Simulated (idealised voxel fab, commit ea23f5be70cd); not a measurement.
The document below concerns the process module designated voxel self aligned contacts.
Xsec cut, 260 nm wide, square cell size 5 nm.
We lay out every cross-section as a grid of square cells and spell it out in bands from the top down, where one band means one or more rows of cells.
First you get the band's top height and its bottom height, in nm, and then the materials it's made of, left to right, with each width in nm. If you see a single material with "all across", that one covers the band edge to edge. "blank" is empty space.
Heights are reckoned from 0. Under this level, the received wafer is all of one material. The bottommost band is open-ended downward, for example "0 down".
Top row gets the first number, bottom row gets the second, and each row in between changes by the same step: that is how a band width like "30->40" works.
Reading "no change" for a step: not a cell of the cross-section changed in it.
The label "Enclosed void list" introduces a list of the empty spaces, 8 cells or larger, that have no open way up to the top; each entry in it reads width x height at distance, where the distance is taken from the left edge and all three are stated in nm.
Text after the settings on a step's line: the simulator's own remark on that step.
The "overlay nm" setting may appear on a step's line; for a step that uses a mask, it gives how far to the right of its planned position the mask lay, and a negative value indicates the left.

[Process steps foreseen in the plan]
- 1: RECEIVE: material Si
- 2: OXIDIZE: depth nm 5
- 3: DIRECTIONAL_DEP: material polySi, thk nm 20
- 4: DIRECTIONAL_DEP: material SiN, thk nm 20
- 5: PATTERN: tone cover, mask id GATE, material resist, width nm 35, pitch nm 60, thk nm 15, overlay nm 0
- 6: DIRECTIONAL_ETCH: etch materials SiN, depth nm 20
- 7: DIRECTIONAL_ETCH: etch materials polySi, depth nm 20
- 8: STRIP: etch materials resist
- 9: CONFORMAL_DEP: material SiN, thk nm 5
- 10: DIRECTIONAL_ETCH: etch materials SiN, depth nm 5
- 11: FILL_DEP: material SiO2, thk nm 15
- 12: CMP: height nm 45
- 13: PATTERN: tone open, mask id CONTACT, material resist, width nm 45, thk nm 15, overlay nm 0
- 14: DIRECTIONAL_ETCH: etch materials SiO2, depth nm 50
- 15: STRIP: etch materials resist
- 16: CONFORMAL_DEP: material TiN, thk nm 5
- 17: FILL_DEP: material Ru, thk nm 5
- 18: CMP: height nm 45
- 19: CONFORMAL_DEP: material SiCN, thk nm 5

[first wafer, as planned]

[Wafer as received: cross-section following step 1]
* 0 down  Si all across
* Enclosed void list: none

[after step 2]
* 0 to -5  SiO2 all across
* Note: structure below -5 unchanged.

[after step 3]
* 20 to 0  polySi all across
* Note: structure below 0 unchanged.

[after step 4]
* 40 to 20  SiN all across
* Note: structure below 20 unchanged.

[after step 5]
* 55 to 40  80 blank, 35 resist, 25 blank, 35 resist, 85 blank
* Note: structure below 40 unchanged.

[after step 6]
* 55 to 40  80 blank, 35 resist, 25 blank, 35 resist, 85 blank
* 40 to 20  80 blank, 35 SiN, 25 blank, 35 SiN, 85 blank
* Note: structure below 20 unchanged.

[after step 7]
* 55 to 40  80 blank, 35 resist, 25 blank, 35 resist, 85 blank
* 40 to 20  80 blank, 35 SiN, 25 blank, 35 SiN, 85 blank
* 20 to 0  80 blank, 35 polySi, 25 blank, 35 polySi, 85 blank
* Note: structure below 0 unchanged.

[after step 8]
* 40 to 20  80 blank, 35 SiN, 25 blank, 35 SiN, 85 blank
* Note: structure below 20 unchanged.

[after step 9]
* 45 to 20  75 blank, 45 SiN, 15 blank, 45 SiN, 80 blank
* 20 to 5  75 blank, 5 SiN, 35 polySi, 5 SiN, 15 blank, 5 SiN, 35 polySi, 5 SiN, 80 blank
* 5 to 0  80 SiN, 35 polySi, 25 SiN, 35 polySi, 85 SiN
* Note: structure below 0 unchanged.

[after step 10]
* 40 to 20  75 blank, 45 SiN, 15 blank, 45 SiN, 80 blank
* 20 to 0  75 blank, 5 SiN, 35 polySi, 5 SiN, 15 blank, 5 SiN, 35 polySi, 5 SiN, 80 blank
* Note: structure below 0 unchanged.

[after step 11]
* 55 to 40  SiO2 all across
* 40 to 20  75 SiO2, 45 SiN, 15 SiO2, 45 SiN, 80 SiO2
* 20 to 0  75 SiO2, 5 SiN, 35 polySi, 5 SiN, 15 SiO2, 5 SiN, 35 polySi, 5 SiN, 80 SiO2
* Note: structure below 0 unchanged.

[after step 12]
* 45 to 40  SiO2 all across
* Note: structure below 40 unchanged.

[after step 13]
* 60 to 45  105 resist, 45 blank, 110 resist
* Note: structure below 45 unchanged.

[after step 14]
* 60 to 45  105 resist, 45 blank, 110 resist
* 45 to 40  105 SiO2, 45 blank, 110 SiO2
* 40 to 20  75 SiO2, 45 SiN, 15 blank, 45 SiN, 80 SiO2
* 20 to 0  75 SiO2, 5 SiN, 35 polySi, 5 SiN, 15 blank, 5 SiN, 35 polySi, 5 SiN, 80 SiO2
* 0 to -5  120 SiO2, 15 blank, 125 SiO2
* Note: structure below -5 unchanged.

[after step 15]
* 45 to 40  105 SiO2, 45 blank, 110 SiO2
* Note: structure below 40 unchanged.

[after step 16]
* 50 to 45  110 TiN, 35 blank, 115 TiN
* 45 to 40  105 SiO2, 20 TiN, 5 blank, 20 TiN, 110 SiO2
* 40 to 20  75 SiO2, 45 SiN, 5 TiN, 5 blank, 5 TiN, 45 SiN, 80 SiO2
* 20 to 0  75 SiO2, 5 SiN, 35 polySi, 5 SiN, 5 TiN, 5 blank, 5 TiN, 5 SiN, 35 polySi, 5 SiN, 80 SiO2
* 0 to -5  120 SiO2, 15 TiN, 125 SiO2
* Note: structure below -5 unchanged.

[after step 17]
* 55 to 50  Ru all across
* 50 to 45  110 TiN, 35 Ru, 115 TiN
* 45 to 40  105 SiO2, 20 TiN, 5 Ru, 20 TiN, 110 SiO2
* 40 to 20  75 SiO2, 45 SiN, 5 TiN, 5 Ru, 5 TiN, 45 SiN, 80 SiO2
* 20 to 0  75 SiO2, 5 SiN, 35 polySi, 5 SiN, 5 TiN, 5 Ru, 5 TiN, 5 SiN, 35 polySi, 5 SiN, 80 SiO2
* Note: structure below 0 unchanged.

[after step 18]
* 45 to 40  105 SiO2, 20 TiN, 5 Ru, 20 TiN, 110 SiO2
* Note: structure below 40 unchanged.

[after step 19]
* 50 to 45  SiCN all across
* Note: structure below 45 unchanged.

[Notes, second wafer: start = first wafer's, plan = first wafer's, execution had one mistake; history identical to first through step 8]

[Cross-section of the second wafer when, according to plan, step 9 should have finished]
* 45 to 40  75 blank, 45 SiCN, 15 blank, 45 SiCN, 80 blank
* 40 to 20  75 blank, 5 SiCN, 35 SiN, 5 SiCN, 15 blank, 5 SiCN, 35 SiN, 5 SiCN, 80 blank
* 20 to 5  75 blank, 5 SiCN, 35 polySi, 5 SiCN, 15 blank, 5 SiCN, 35 polySi, 5 SiCN, 80 blank
* 5 to 0  80 SiCN, 35 polySi, 25 SiCN, 35 polySi, 85 SiCN
* Note: structure below 0 unchanged.

Cross-section of the second wafer when, according to plan, step 10 should have finished: no change

[Cross-section of the second wafer when, according to plan, step 11 should have finished]
* 60 to 45  SiO2 all across
* 45 to 40  75 SiO2, 45 SiCN, 15 SiO2, 45 SiCN, 80 SiO2
* 40 to 20  75 SiO2, 5 SiCN, 35 SiN, 5 SiCN, 15 SiO2, 5 SiCN, 35 SiN, 5 SiCN, 80 SiO2
* 20 to 5  75 SiO2, 5 SiCN, 35 polySi, 5 SiCN, 15 SiO2, 5 SiCN, 35 polySi, 5 SiCN, 80 SiO2
* Note: structure below 5 unchanged.

[Cross-section of the second wafer when, according to plan, step 12 should have finished]
* 45 to 40  75 SiO2, 45 SiCN, 15 SiO2, 45 SiCN, 80 SiO2
* Note: structure below 40 unchanged.

[Cross-section of the second wafer when, according to plan, step 13 should have finished]
* 60 to 45  105 resist, 45 blank, 110 resist
* Note: structure below 45 unchanged.

[Cross-section of the second wafer when, according to plan, step 14 should have finished]
* 60 to 45  105 resist, 45 blank, 110 resist
* 45 to 40  75 SiO2, 45 SiCN, 15 blank, 45 SiCN, 80 SiO2
* 40 to 20  75 SiO2, 5 SiCN, 35 SiN, 5 SiCN, 15 blank, 5 SiCN, 35 SiN, 5 SiCN, 80 SiO2
* 20 to 5  75 SiO2, 5 SiCN, 35 polySi, 5 SiCN, 15 blank, 5 SiCN, 35 polySi, 5 SiCN, 80 SiO2
* Note: structure below 5 unchanged.

[Cross-section of the second wafer when, according to plan, step 15 should have finished]
* 45 to 40  75 SiO2, 45 SiCN, 15 blank, 45 SiCN, 80 SiO2
* Note: structure below 40 unchanged.

[Cross-section of the second wafer when, according to plan, step 16 should have finished]
* 50 to 45  125 TiN, 5 blank, 130 TiN
* 45 to 40  75 SiO2, 45 SiCN, 5 TiN, 5 blank, 5 TiN, 45 SiCN, 80 SiO2
* 40 to 20  75 SiO2, 5 SiCN, 35 SiN, 5 SiCN, 5 TiN, 5 blank, 5 TiN, 5 SiCN, 35 SiN, 5 SiCN, 80 SiO2
* 20 to 10  75 SiO2, 5 SiCN, 35 polySi, 5 SiCN, 5 TiN, 5 blank, 5 TiN, 5 SiCN, 35 polySi, 5 SiCN, 80 SiO2
* 10 to 5  75 SiO2, 5 SiCN, 35 polySi, 5 SiCN, 15 TiN, 5 SiCN, 35 polySi, 5 SiCN, 80 SiO2
* Note: structure below 5 unchanged.

[Cross-section of the second wafer when, according to plan, step 17 should have finished]
* 55 to 50  Ru all across
* 50 to 45  125 TiN, 5 Ru, 130 TiN
* 45 to 40  75 SiO2, 45 SiCN, 5 TiN, 5 Ru, 5 TiN, 45 SiCN, 80 SiO2
* 40 to 20  75 SiO2, 5 SiCN, 35 SiN, 5 SiCN, 5 TiN, 5 Ru, 5 TiN, 5 SiCN, 35 SiN, 5 SiCN, 80 SiO2
* 20 to 10  75 SiO2, 5 SiCN, 35 polySi, 5 SiCN, 5 TiN, 5 Ru, 5 TiN, 5 SiCN, 35 polySi, 5 SiCN, 80 SiO2
* Note: structure below 10 unchanged.

[Cross-section of the second wafer when, according to plan, step 18 should have finished]
* 45 to 40  75 SiO2, 45 SiCN, 5 TiN, 5 Ru, 5 TiN, 45 SiCN, 80 SiO2
* Note: structure below 40 unchanged.

[Cross-section of the second wafer when, according to plan, step 19 should have finished]
* 50 to 45  SiCN all across
* Note: structure below 45 unchanged.
In executing the process, a mistake was made relative to the plan: step 9 did not happen as planned, as run it was CONFORMAL_DEP: material SiCN, thk nm 5
Upon completion, the second wafer contains, in terms of cells, a greater or smaller amount of certain materials than the first wafer: 2 fewer of Ru | 84 more of SiCN | 32 fewer of SiN | 40 fewer of SiO2 | 10 fewer of TiN
